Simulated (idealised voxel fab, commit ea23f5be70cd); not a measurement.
Module name: voxel air gaps (process module)
Each square cell in cross-section cut measures 5 nm, and the section as a whole is 215 nm wide.
Square cells in a grid make up a cross-section in this document, and the grid is given as bands, listed from the top down, each one or more rows of cells.
First you get the band's top height and its bottom height, in nm, and then the materials it's made of, left to right, with each width in nm. If you see a single material with "throughout", that one covers the band edge to edge. "air" is empty space.
Convention: height 0 is the level below which the wafer, as received, is all one material. The lowest band does not terminate at the bottom but continues downward, represented as "0 and below".
Think of "30->40" as a width that walks from the first number to the second as you go down the band, top row to bottom row, taking equal-sized steps from row to row.
Take "no alteration" at face value: in the step it is given for, the cross-section changed in none of its cells.
Reported under the label "Voids, fully enclosed" are the empty spaces having no open way to the top and comprising 8 cells or more; the notation for each is width x height at distance, in which the distance is measured from the left edge and all three values are in nm.
Anything after a step's settings on that line? It's the simulator's own note about the step.
overlay nm: mask right of planned place by this much (step with mask). Neg. = left.
What follows is a series of pairs. Each pair shows a cross-section before one process step and the cross-section after it, and the after view is drawn only down to the lowest band that changed. Beneath each pair is the step that lies between the two, with its settings. Pairs may come from different runs of this module on the same starting wafer, so a pair continues from the one above it only where its entry headed "Incoming profile" says so.
Incoming profile:
60 down to 50: air 40 nm | Ru 45 nm | air 10 nm | Ru 45 nm | air 10 nm | Ru 45 nm | air 20 nm
50 down to 20: air 50 nm | TiN 5 nm | Cu 15 nm | TiN 5 nm | air 30 nm | TiN 5 nm | Cu 15 nm | TiN 5 nm | air 30 nm | TiN 5 nm | Cu 15 nm | TiN 5 nm | air 30 nm
20 down to 15: air 50 nm | TiN 25 nm | air 30 nm | TiN 25 nm | air 30 nm | TiN 25 nm | air 30 nm
15 down to 10: SiN throughout
10 down to 0: SiO2 throughout
0 and below: Si throughout
Voids, fully enclosed: none
Post-Process Section:
65 down to 60: air 35 nm | SiCN 165 nm | air 15 nm
60 down to 50: air 35 nm | SiCN 5 nm | Ru 45 nm | SiCN 10 nm | Ru 45 nm | SiCN 10 nm | Ru 45 nm | SiCN 5 nm | air 15 nm
50 down to 45: air 35 nm | SiCN 15 nm | TiN 5 nm | Cu 15 nm | TiN 5 nm | SiCN 30 nm | TiN 5 nm | Cu 15 nm | TiN 5 nm | SiCN 30 nm | TiN 5 nm | Cu 15 nm | TiN 5 nm | SiCN 15 nm | air 15 nm
45 down to 20: air 45 nm | SiCN 5 nm | TiN 5 nm | Cu 15 nm | TiN 5 nm | SiCN 5 nm | air 20 nm | SiCN 5 nm | TiN 5 nm | Cu 15 nm | TiN 5 nm | SiCN 5 nm | air 20 nm | SiCN 5 nm | TiN 5 nm | Cu 15 nm | TiN 5 nm | SiCN 5 nm | air 25 nm
20 down to 15: SiCN 50 nm | TiN 25 nm | SiCN 30 nm | TiN 25 nm | SiCN 30 nm | TiN 25 nm | SiCN 30 nm
Under 15: no change, same as before.
Voids, fully enclosed: 20 x 25 at 80; 20 x 25 at 135
The two cross-sections above are separated by a single process step, namely CONFORMAL_DEP | material SiCN | thk nm 5
Incoming profile:
0 and below: Si throughout
Voids, fully enclosed: none
Post-Process Section:
10 down to 0: TiN throughout
Under 0: no change, same as before.
Voids, fully enclosed: none
The two cross-sections above are separated by a single process step, namely CONFORMAL_DEP | material TiN | thk nm 10
Incoming profile: taken from the pair above, after panel.
Post-Process Section:
15 down to 10: SiN throughout
Under 10: no change, same as before.
Voids, fully enclosed: none
The two cross-sections above are separated by a single process step, namely CONFORMAL_DEP | material SiN | thk nm 5
Incoming profile: taken from the pair above, after panel.
Post-Process Section:
50 down to 15: SiO2 throughout
Under 15: no change, same as before.
Voids, fully enclosed: none
The two cross-sections above are separated by a single process step, namely DIRECTIONAL_DEP | material SiO2 | thk nm 35
Incoming profile: taken from the pair above, after panel.
Post-Process Section:
60 down to 50: aC throughout
Under 50: no change, same as before.
Voids, fully enclosed: none
The two cross-sections above are separated by a single process step, namely DIRECTIONAL_DEP | material aC | thk nm 10
Incoming profile: taken from the pair above, after panel.
Post-Process Section:
85 down to 60: resist 40 nm | air 25 nm | resist 30 nm | air 25 nm | resist 30 nm | air 25 nm | resist 40 nm
Under 60: no change, same as before.
Voids, fully enclosed: none
The two cross-sections above are separated by a single process step, namely PATTERN | tone open | mask id LINES | material resist | width nm 25 | pitch nm 55 | thk nm 25 | overlay nm 0
Incoming profile: taken from the pair above, after panel.
Post-Process Section:
75 down to 60: resist 40 nm | air 25 nm | resist 30 nm | air 25 nm | resist 30 nm | air 25 nm | resist 40 nm
60 down to 50: aC 40 nm | air 25 nm | aC 30 nm | air 25 nm | aC 30 nm | air 25 nm | aC 40 nm
Under 50: no change, same as before.
Voids, fully enclosed: none
The two cross-sections above are separated by a single process step, namely DIRECTIONAL_ETCH | etch materials aC | depth nm 10
Incoming profile: taken from the pair above, after panel.
Post-Process Section:
60 down to 50: aC 40 nm | air 25 nm | aC 30 nm | air 25 nm | aC 30 nm | air 25 nm | aC 40 nm
Under 50: no change, same as before.
Voids, fully enclosed: none
The two cross-sections above are separated by a single process step, namely STRIP | etch materials resist
Incoming profile: taken from the pair above, after panel.
Post-Process Section:
60 down to 50: aC 40 nm | air 25 nm | aC 30 nm | air 25 nm | aC 30 nm | air 25 nm | aC 40 nm
50 down to 15: SiO2 40 nm | air 25 nm | SiO2 30 nm | air 25 nm | SiO2 30 nm | air 25 nm | SiO2 40 nm
Under 15: no change, same as before.
Voids, fully enclosed: none
The two cross-sections above are separated by a single process step, namely DIRECTIONAL_ETCH | etch materials SiO2 | depth nm 35
Incoming profile: taken from the pair above, after panel.
Post-Process Section:
50 down to 15: SiO2 40 nm | air 25 nm | SiO2 30 nm | air 25 nm | SiO2 30 nm | air 25 nm | SiO2 40 nm
Under 15: no change, same as before.
Voids, fully enclosed: none
The two cross-sections above are separated by a single process step, namely STRIP | etch materials aC
Incoming profile: taken from the pair above, after panel.
Post-Process Section:
55 down to 50: TiN 45 nm | air 15 nm | TiN 40 nm | air 15 nm | TiN 40 nm | air 15 nm | TiN 45 nm
50 down to 20: SiO2 40 nm | TiN 5 nm | air 15 nm | TiN 5 nm | SiO2 30 nm | TiN 5 nm | air 15 nm | TiN 5 nm | SiO2 30 nm | TiN 5 nm | air 15 nm | TiN 5 nm | SiO2 40 nm
20 down to 15: SiO2 40 nm | TiN 25 nm | SiO2 30 nm | TiN 25 nm | SiO2 30 nm | TiN 25 nm | SiO2 40 nm
Under 15: no change, same as before.
Voids, fully enclosed: none
The two cross-sections above are separated by a single process step, namely CONFORMAL_DEP | material TiN | thk nm 5
Incoming profile: taken from the pair above, after panel.
Post-Process Section:
60 down to 55: Cu throughout
55 down to 50: TiN 45 nm | Cu 15 nm | TiN 40 nm | Cu 15 nm | TiN 40 nm | Cu 15 nm | TiN 45 nm
50 down to 20: SiO2 40 nm | TiN 5 nm | Cu 15 nm | TiN 5 nm | SiO2 30 nm | TiN 5 nm | Cu 15 nm | TiN 5 nm | SiO2 30 nm | TiN 5 nm | Cu 15 nm | TiN 5 nm | SiO2 40 nm
Under 20: no change, same as before.
Voids, fully enclosed: none
The two cross-sections above are separated by a single process step, namely FILL_DEP | material Cu | thk nm 5
Incoming profile: taken from the pair above, after panel.
Post-Process Section:
50 down to 20: SiO2 40 nm | TiN 5 nm | Cu 15 nm | TiN 5 nm | SiO2 30 nm | TiN 5 nm | Cu 15 nm | TiN 5 nm | SiO2 30 nm | TiN 5 nm | Cu 15 nm | TiN 5 nm | SiO2 40 nm
Under 20: no change, same as before.
Voids, fully enclosed: none
The two cross-sections above are separated by a single process step, namely CMP | height nm 50
Incoming profile: taken from the pair above, after panel.
Post-Process Section:
60 down to 50: air 30 nm | Ru 45 nm | air 10 nm | Ru 45 nm | air 10 nm | Ru 45 nm | air 30 nm
Under 50: no change, same as before.
Voids, fully enclosed: none
The two cross-sections above are separated by a single process step, namely EPI | material Ru | thk nm 10
Incoming profile: taken from the pair above, after panel.
Post-Process Section:
60 down to 50: air 30 nm | Ru 45 nm | air 10 nm | Ru 45 nm | air 10 nm | Ru 45 nm | air 30 nm
50 down to 20: air 40 nm | TiN 5 nm | Cu 15 nm | TiN 5 nm | air 30 nm | TiN 5 nm | Cu 15 nm | TiN 5 nm | air 30 nm | TiN 5 nm | Cu 15 nm | TiN 5 nm | air 40 nm
20 down to 15: air 40 nm | TiN 25 nm | air 30 nm | TiN 25 nm | air 30 nm | TiN 25 nm | air 40 nm
Under 15: no change, same as before.
Voids, fully enclosed: none
The two cross-sections above are separated by a single process step, namely SELECTIVE_ETCH | etch materials SiO2 | depth nm 45
Incoming profile: taken from the pair above, after panel.
Post-Process Section:
65 down to 60: air 25 nm | SiCN 165 nm | air 25 nm
60 down to 50: air 25 nm | SiCN 5 nm | Ru 45 nm | SiCN 10 nm | Ru 45 nm | SiCN 10 nm | Ru 45 nm | SiCN 5 nm | air 25 nm
50 down to 45: air 25 nm | SiCN 15 nm | TiN 5 nm | Cu 15 nm | TiN 5 nm | SiCN 30 nm | TiN 5 nm | Cu 15 nm | TiN 5 nm | SiCN 30 nm | TiN 5 nm | Cu 15 nm | TiN 5 nm | SiCN 15 nm | air 25 nm
45 down to 20: air 35 nm | SiCN 5 nm | TiN 5 nm | Cu 15 nm | TiN 5 nm | SiCN 5 nm | air 20 nm | SiCN 5 nm | TiN 5 nm | Cu 15 nm | TiN 5 nm | SiCN 5 nm | air 20 nm | SiCN 5 nm | TiN 5 nm | Cu 15 nm | TiN 5 nm | SiCN 5 nm | air 35 nm
20 down to 15: SiCN 40 nm | TiN 25 nm | SiCN 30 nm | TiN 25 nm | SiCN 30 nm | TiN 25 nm | SiCN 40 nm
Under 15: no change, same as before.
Voids, fully enclosed: 20 x 25 at 70; 20 x 25 at 125
The two cross-sections above are separated by a single process step, namely CONFORMAL_DEP | material SiCN | thk nm 5
Incoming profile:
60 down to 50: aC throughout
50 down to 15: SiO2 throughout
15 down to 10: SiN throughout
10 down to 0: SiO2 throughout
0 and below: Si throughout
Voids, fully enclosed: none
Post-Process Section:
85 down to 60: air 40 nm | resist 25 nm | air 30 nm | resist 25 nm | air 30 nm | resist 25 nm | air 40 nm
Under 60: no change, same as before.
Voids, fully enclosed: none
The two cross-sections above are separated by a single process step, namely PATTERN | tone cover | mask id LINES | material resist | width nm 25 | pitch nm 55 | thk nm 25 | overlay nm 0
Incoming profile: taken from the pair above, after panel.
Post-Process Section:
75 down to 60: air 40 nm | resist 25 nm | air 30 nm | resist 25 nm | air 30 nm | resist 25 nm | air 40 nm
60 down to 50: air 40 nm | aC 25 nm | air 30 nm | aC 25 nm | air 30 nm | aC 25 nm | air 40 nm
Under 50: no change, same as before.
Voids, fully enclosed: none
The two cross-sections above are separated by a single process step, namely DIRECTIONAL_ETCH | etch materials aC | depth nm 10
Incoming profile: taken from the pair above, after panel.
Post-Process Section:
60 down to 50: air 40 nm | aC 25 nm | air 30 nm | aC 25 nm | air 30 nm | aC 25 nm | air 40 nm
Under 50: no change, same as before.
Voids, fully enclosed: none
The two cross-sections above are separated by a single process step, namely STRIP | etch materials resist
Incoming profile: taken from the pair above, after panel.
Post-Process Section:
60 down to 50: air 40 nm | aC 25 nm | air 30 nm | aC 25 nm | air 30 nm | aC 25 nm | air 40 nm
50 down to 15: air 40 nm | SiO2 25 nm | air 30 nm | SiO2 25 nm | air 30 nm | SiO2 25 nm | air 40 nm
Under 15: no change, same as before.
Voids, fully enclosed: none
The two cross-sections above are separated by a single process step, namely DIRECTIONAL_ETCH | etch materials SiO2 | depth nm 35
Incoming profile: taken from the pair above, after panel.
Post-Process Section:
50 down to 15: air 40 nm | SiO2 25 nm | air 30 nm | SiO2 25 nm | air 30 nm | SiO2 25 nm | air 40 nm
Under 15: no change, same as before.
Voids, fully enclosed: none
The two cross-sections above are separated by a single process step, namely STRIP | etch materials aC
Incoming profile: taken from the pair above, after panel.
Post-Process Section:
55 down to 50: air 35 nm | TiN 35 nm | air 20 nm | TiN 35 nm | air 20 nm | TiN 35 nm | air 35 nm
50 down to 20: air 35 nm | TiN 5 nm | SiO2 25 nm | TiN 5 nm | air 20 nm | TiN 5 nm | SiO2 25 nm | TiN 5 nm | air 20 nm | TiN 5 nm | SiO2 25 nm | TiN 5 nm | air 35 nm
20 down to 15: TiN 40 nm | SiO2 25 nm | TiN 30 nm | SiO2 25 nm | TiN 30 nm | SiO2 25 nm | TiN 40 nm
Under 15: no change, same as before.
Voids, fully enclosed: none
The two cross-sections above are separated by a single process step, namely CONFORMAL_DEP | material TiN | thk nm 5
Incoming profile: taken from the pair above, after panel.
Post-Process Section:
60 down to 55: Cu throughout
55 down to 50: Cu 35 nm | TiN 35 nm | Cu 20 nm | TiN 35 nm | Cu 20 nm | TiN 35 nm | Cu 35 nm
50 down to 20: Cu 35 nm | TiN 5 nm | SiO2 25 nm | TiN 5 nm | Cu 20 nm | TiN 5 nm | SiO2 25 nm | TiN 5 nm | Cu 20 nm | TiN 5 nm | SiO2 25 nm | TiN 5 nm | Cu 35 nm
Under 20: no change, same as before.
Voids, fully enclosed: none
The two cross-sections above are separated by a single process step, namely FILL_DEP | material Cu | thk nm 5
Incoming profile: taken from the pair above, after panel.
Post-Process Section:
50 down to 20: Cu 35 nm | TiN 5 nm | SiO2 25 nm | TiN 5 nm | Cu 20 nm | TiN 5 nm | SiO2 25 nm | TiN 5 nm | Cu 20 nm | TiN 5 nm | SiO2 25 nm | TiN 5 nm | Cu 35 nm
Under 20: no change, same as before.
Voids, fully enclosed: none
The two cross-sections above are separated by a single process step, namely CMP | height nm 50
Incoming profile: taken from the pair above, after panel.
Post-Process Section:
60 down to 50: Ru 50 nm | air 5 nm | Ru 50 nm | air 5 nm | Ru 50 nm | air 5 nm | Ru 50 nm
Under 50: no change, same as before.
Voids, fully enclosed: none
The two cross-sections above are separated by a single process step, namely EPI | material Ru | thk nm 10
Incoming profile: taken from the pair above, after panel.
Post-Process Section:
60 down to 50: Ru 50 nm | air 5 nm | Ru 50 nm | air 5 nm | Ru 50 nm | air 5 nm | Ru 50 nm
50 down to 20: Cu 35 nm | TiN 5 nm | air 25 nm | TiN 5 nm | Cu 20 nm | TiN 5 nm | air 25 nm | TiN 5 nm | Cu 20 nm | TiN 5 nm | air 25 nm | TiN 5 nm | Cu 35 nm
20 down to 15: TiN 40 nm | air 25 nm | TiN 30 nm | air 25 nm | TiN 30 nm | air 25 nm | TiN 40 nm
Under 15: no change, same as before.
Voids, fully enclosed: none
The two cross-sections above are separated by a single process step, namely SELECTIVE_ETCH | etch materials SiO2 | depth nm 45
Incoming profile: taken from the pair above, after panel.
Post-Process Section:
65 down to 60: SiCN throughout
60 down to 50: Ru 50 nm | SiCN 5 nm | Ru 50 nm | SiCN 5 nm | Ru 50 nm | SiCN 5 nm | Ru 50 nm
50 down to 45: Cu 35 nm | TiN 5 nm | SiCN 25 nm | TiN 5 nm | Cu 20 nm | TiN 5 nm | SiCN 25 nm | TiN 5 nm | Cu 20 nm | TiN 5 nm | SiCN 25 nm | TiN 5 nm | Cu 35 nm
45 down to 20: Cu 35 nm | TiN 5 nm | SiCN 5 nm | air 15 nm | SiCN 5 nm | TiN 5 nm | Cu 20 nm | TiN 5 nm | SiCN 5 nm | air 15 nm | SiCN 5 nm | TiN 5 nm | Cu 20 nm | TiN 5 nm | SiCN 5 nm | air 15 nm | SiCN 5 nm | TiN 5 nm | Cu 35 nm
20 down to 15: TiN 40 nm | SiCN 25 nm | TiN 30 nm | SiCN 25 nm | TiN 30 nm | SiCN 25 nm | TiN 40 nm
Under 15: no change, same as before.
Voids, fully enclosed: 15 x 25 at 45; 15 x 25 at 100; 15 x 25 at 155
The two cross-sections above are separated by a single process step, namely CONFORMAL_DEP | material SiCN | thk nm 5
